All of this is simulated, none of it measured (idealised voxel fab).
Documented hereafter: the process module known as voxel gate over fins.
Cross-section cut spans 140 nm and uses square cells 5 nm in size.
Square cells in a grid make up a cross-section in this document, and the grid is given as bands, listed from the top down, each one or more rows of cells.
Band: top and bottom heights (nm) first, top before bottom; then materials from left to right, widths in nm. "all across" marks a sole material filling the band edge to edge. "blank" denotes empty space.
Height reference: 0 = level under which incoming wafer is all one material. Lowest band: no bottom, runs on downward, e.g. "0 nm and below".
Top row gets the first number, bottom row gets the second, and each row in between changes by the same step: that is how a band width like "30..40" works.
"no change" (step): cross-section cells unchanged, all of them.
What "Closed-off voids" gives you is every empty space of 8 cells or more that is cut off from the top. Each appears as width x height at distance, with the distance taken from the left edge and width, height and distance all in nm.
The remark found on a step's line after its settings is issued by the simulator itself and pertains to that step.
overlay nm: how far to the right of its planned place the mask lay on this masked step (negative: to the left).

## Here's what the planned process steps look like
1. RECEIVE: material Si
2. CONFORMAL_DEP: material SiN, thk nm 5
3. PATTERN: tone cover, mask id FINS, material resist, width nm 15, pitch nm 60, thk nm 20, overlay nm 0
4. DIRECTIONAL_ETCH: etch materials SiN, depth nm 5
5. DIRECTIONAL_ETCH: etch materials Si, depth nm 40
6. STRIP: etch materials resist
7. OXIDIZE: depth nm 5
8. FILL_DEP: material SiO2, thk nm 15
9. CMP: height nm 5
10. PATTERN: tone open, mask id RAIL, material resist, width nm 15, thk nm 15, overlay nm 0
11. DIRECTIONAL_ETCH: etch materials SiO2, depth nm 40
12. STRIP: etch materials resist
13. CONFORMAL_DEP: material TiN, thk nm 5
14. FILL_DEP: material W, thk nm 10
15. CMP: height nm 5
16. SELECTIVE_ETCH: etch materials W Ru TiN, depth nm 20
17. FILL_DEP: material SiO2, thk nm 5
18. CMP: height nm 5
19. SELECTIVE_ETCH: etch materials SiO2, depth nm 15
20. STRIP: etch materials SiN
21. CONFORMAL_DEP: material HfO2, thk nm 5
22. CONFORMAL_DEP: material TiN, thk nm 5
23. CONFORMAL_DEP: material TiAl, thk nm 5
24. CONFORMAL_DEP: material TiN, thk nm 5
25. FILL_DEP: material W, thk nm 10
26. CMP: height nm 25
27. CONFORMAL_DEP: material SiCN, thk nm 10

## Account of the first of two wafers, which was processed as intended

## as received, after step 1
> 0 nm and below | Si all across
> Closed-off voids: none

## Cross-section of the wafer after step 2
> 5 nm to 0 nm | SiN all across
> Beneath the level 0, the cross-section is identical to its previous state.

## Cross-section of the wafer after step 3
> 25 nm to 5 nm | 30 blank | 15 resist | 45 blank | 15 resist | 35 blank
> Beneath the level 5, the cross-section is identical to its previous state.

## Cross-section of the wafer after step 4
> 25 nm to 5 nm | 30 blank | 15 resist | 45 blank | 15 resist | 35 blank
> 5 nm to 0 nm | 30 blank | 15 SiN | 45 blank | 15 SiN | 35 blank
> Beneath the level 0, the cross-section is identical to its previous state.

## Cross-section of the wafer after step 5
> 25 nm to 5 nm | 30 blank | 15 resist | 45 blank | 15 resist | 35 blank
> 5 nm to 0 nm | 30 blank | 15 SiN | 45 blank | 15 SiN | 35 blank
> 0 nm to -40 nm | 30 blank | 15 Si | 45 blank | 15 Si | 35 blank
> Beneath the level -40, the cross-section is identical to its previous state.

## Cross-section of the wafer after step 6
> 5 nm to 0 nm | 30 blank | 15 SiN | 45 blank | 15 SiN | 35 blank
> Beneath the level 0, the cross-section is identical to its previous state.

## Cross-section of the wafer after step 7
> 5 nm to 0 nm | 30 blank | 15 SiN | 45 blank | 15 SiN | 35 blank
> 0 nm to -40 nm | 30 blank | 5 SiO2 | 5 Si | 5 SiO2 | 45 blank | 5 SiO2 | 5 Si | 5 SiO2 | 35 blank
> -40 nm to -45 nm | 35 SiO2 | 5 Si | 55 SiO2 | 5 Si | 40 SiO2
> Beneath the level -45, the cross-section is identical to its previous state.

## Cross-section of the wafer after step 8
> 20 nm to 5 nm | SiO2 all across
> 5 nm to 0 nm | 30 SiO2 | 15 SiN | 45 SiO2 | 15 SiN | 35 SiO2
> 0 nm to -45 nm | 35 SiO2 | 5 Si | 55 SiO2 | 5 Si | 40 SiO2
> Beneath the level -45, the cross-section is identical to its previous state.

## Cross-section of the wafer after step 9
> 5 nm to 0 nm | 30 SiO2 | 15 SiN | 45 SiO2 | 15 SiN | 35 SiO2
> Beneath the level 0, the cross-section is identical to its previous state.

## Cross-section of the wafer after step 10
> 20 nm to 5 nm | 60 resist | 15 blank | 65 resist
> Beneath the level 5, the cross-section is identical to its previous state.

## Cross-section of the wafer after step 11
> 20 nm to 5 nm | 60 resist | 15 blank | 65 resist
> 5 nm to 0 nm | 30 SiO2 | 15 SiN | 15 SiO2 | 15 blank | 15 SiO2 | 15 SiN | 35 SiO2
> 0 nm to -35 nm | 35 SiO2 | 5 Si | 20 SiO2 | 15 blank | 20 SiO2 | 5 Si | 40 SiO2
> Beneath the level -35, the cross-section is identical to its previous state.

## Cross-section of the wafer after step 12
> 5 nm to 0 nm | 30 SiO2 | 15 SiN | 15 SiO2 | 15 blank | 15 SiO2 | 15 SiN | 35 SiO2
> Beneath the level 0, the cross-section is identical to its previous state.

## Cross-section of the wafer after step 13
> 10 nm to 5 nm | 65 TiN | 5 blank | 70 TiN
> 5 nm to 0 nm | 30 SiO2 | 15 SiN | 15 SiO2 | 5 TiN | 5 blank | 5 TiN | 15 SiO2 | 15 SiN | 35 SiO2
> 0 nm to -30 nm | 35 SiO2 | 5 Si | 20 SiO2 | 5 TiN | 5 blank | 5 TiN | 20 SiO2 | 5 Si | 40 SiO2
> -30 nm to -35 nm | 35 SiO2 | 5 Si | 20 SiO2 | 15 TiN | 20 SiO2 | 5 Si | 40 SiO2
> Beneath the level -35, the cross-section is identical to its previous state.

## Cross-section of the wafer after step 14
> 20 nm to 10 nm | W all across
> 10 nm to 5 nm | 65 TiN | 5 W | 70 TiN
> 5 nm to 0 nm | 30 SiO2 | 15 SiN | 15 SiO2 | 5 TiN | 5 W | 5 TiN | 15 SiO2 | 15 SiN | 35 SiO2
> 0 nm to -30 nm | 35 SiO2 | 5 Si | 20 SiO2 | 5 TiN | 5 W | 5 TiN | 20 SiO2 | 5 Si | 40 SiO2
> Beneath the level -30, the cross-section is identical to its previous state.

## Cross-section of the wafer after step 15
> 5 nm to 0 nm | 30 SiO2 | 15 SiN | 15 SiO2 | 5 TiN | 5 W | 5 TiN | 15 SiO2 | 15 SiN | 35 SiO2
> Beneath the level 0, the cross-section is identical to its previous state.

## Cross-section of the wafer after step 16
> 5 nm to 0 nm | 30 SiO2 | 15 SiN | 15 SiO2 | 15 blank | 15 SiO2 | 15 SiN | 35 SiO2
> 0 nm to -15 nm | 35 SiO2 | 5 Si | 20 SiO2 | 15 blank | 20 SiO2 | 5 Si | 40 SiO2
> Beneath the level -15, the cross-section is identical to its previous state.

## Cross-section of the wafer after step 17
> 10 nm to 5 nm | SiO2 all across
> 5 nm to 0 nm | 30 SiO2 | 15 SiN | 45 SiO2 | 15 SiN | 35 SiO2
> 0 nm to -15 nm | 35 SiO2 | 5 Si | 55 SiO2 | 5 Si | 40 SiO2
> Beneath the level -15, the cross-section is identical to its previous state.

## Cross-section of the wafer after step 18
> 5 nm to 0 nm | 30 SiO2 | 15 SiN | 45 SiO2 | 15 SiN | 35 SiO2
> Beneath the level 0, the cross-section is identical to its previous state.

## Cross-section of the wafer after step 19
> 5 nm to 0 nm | 30 blank | 15 SiN | 45 blank | 15 SiN | 35 blank
> 0 nm to -10 nm | 35 blank | 5 Si | 55 blank | 5 Si | 40 blank
> Beneath the level -10, the cross-section is identical to its previous state.

## Cross-section of the wafer after step 20
> 0 nm to -10 nm | 35 blank | 5 Si | 55 blank | 5 Si | 40 blank
> Beneath the level -10, the cross-section is identical to its previous state.

## Cross-section of the wafer after step 21
> 5 nm to 0 nm | 30 blank | 15 HfO2 | 45 blank | 15 HfO2 | 35 blank
> 0 nm to -5 nm | 30 blank | 5 HfO2 | 5 Si | 5 HfO2 | 45 blank | 5 HfO2 | 5 Si | 5 HfO2 | 35 blank
> -5 nm to -10 nm | 35 HfO2 | 5 Si | 55 HfO2 | 5 Si | 40 HfO2
> Beneath the level -10, the cross-section is identical to its previous state.

## Cross-section of the wafer after step 22
> 10 nm to 5 nm | 25 blank | 25 TiN | 35 blank | 25 TiN | 30 blank
> 5 nm to 0 nm | 25 blank | 5 TiN | 15 HfO2 | 5 TiN | 35 blank | 5 TiN | 15 HfO2 | 5 TiN | 30 blank
> 0 nm to -5 nm | 30 TiN | 5 HfO2 | 5 Si | 5 HfO2 | 45 TiN | 5 HfO2 | 5 Si | 5 HfO2 | 35 TiN
> Beneath the level -5, the cross-section is identical to its previous state.

## Cross-section of the wafer after step 23
> 15 nm to 10 nm | 20 blank | 35 TiAl | 25 blank | 35 TiAl | 25 blank
> 10 nm to 5 nm | 20 blank | 5 TiAl | 25 TiN | 5 TiAl | 25 blank | 5 TiAl | 25 TiN | 5 TiAl | 25 blank
> 5 nm to 0 nm | 25 TiAl | 5 TiN | 15 HfO2 | 5 TiN | 35 TiAl | 5 TiN | 15 HfO2 | 5 TiN | 30 TiAl
> Beneath the level 0, the cross-section is identical to its previous state.

## Cross-section of the wafer after step 24
> 20 nm to 15 nm | 15 blank | 45 TiN | 15 blank | 45 TiN | 20 blank
> 15 nm to 10 nm | 15 blank | 5 TiN | 35 TiAl | 5 TiN | 15 blank | 5 TiN | 35 TiAl | 5 TiN | 20 blank
> 10 nm to 5 nm | 20 TiN | 5 TiAl | 25 TiN | 5 TiAl | 25 TiN | 5 TiAl | 25 TiN | 5 TiAl | 25 TiN
> Beneath the level 5, the cross-section is identical to its previous state.

## Cross-section of the wafer after step 25
> 30 nm to 20 nm | W all across
> 20 nm to 15 nm | 15 W | 45 TiN | 15 W | 45 TiN | 20 W
> 15 nm to 10 nm | 15 W | 5 TiN | 35 TiAl | 5 TiN | 15 W | 5 TiN | 35 TiAl | 5 TiN | 20 W
> Beneath the level 10, the cross-section is identical to its previous state.

## Cross-section of the wafer after step 26
> 25 nm to 20 nm | W all across
> Beneath the level 20, the cross-section is identical to its previous state.

## Cross-section of the wafer after step 27
> 35 nm to 25 nm | SiCN all across
> Beneath the level 25, the cross-section is identical to its previous state.

## Second wafer, same starting state and plan as the first, one mistake in the run, identical through step 26

## X-section, second wafer, when step 27 was due to finish
> 40 nm to 25 nm | SiCN all across
> Beneath the level 25, the cross-section is identical to its previous state.
It is concluded that the wafer was processed incorrectly with respect to the plan, in that step 27 ran as: CONFORMAL_DEP: material SiCN, thk nm 15
Final wafer comparison in cells, second versus first, more or fewer per material: 28 more of SiCN
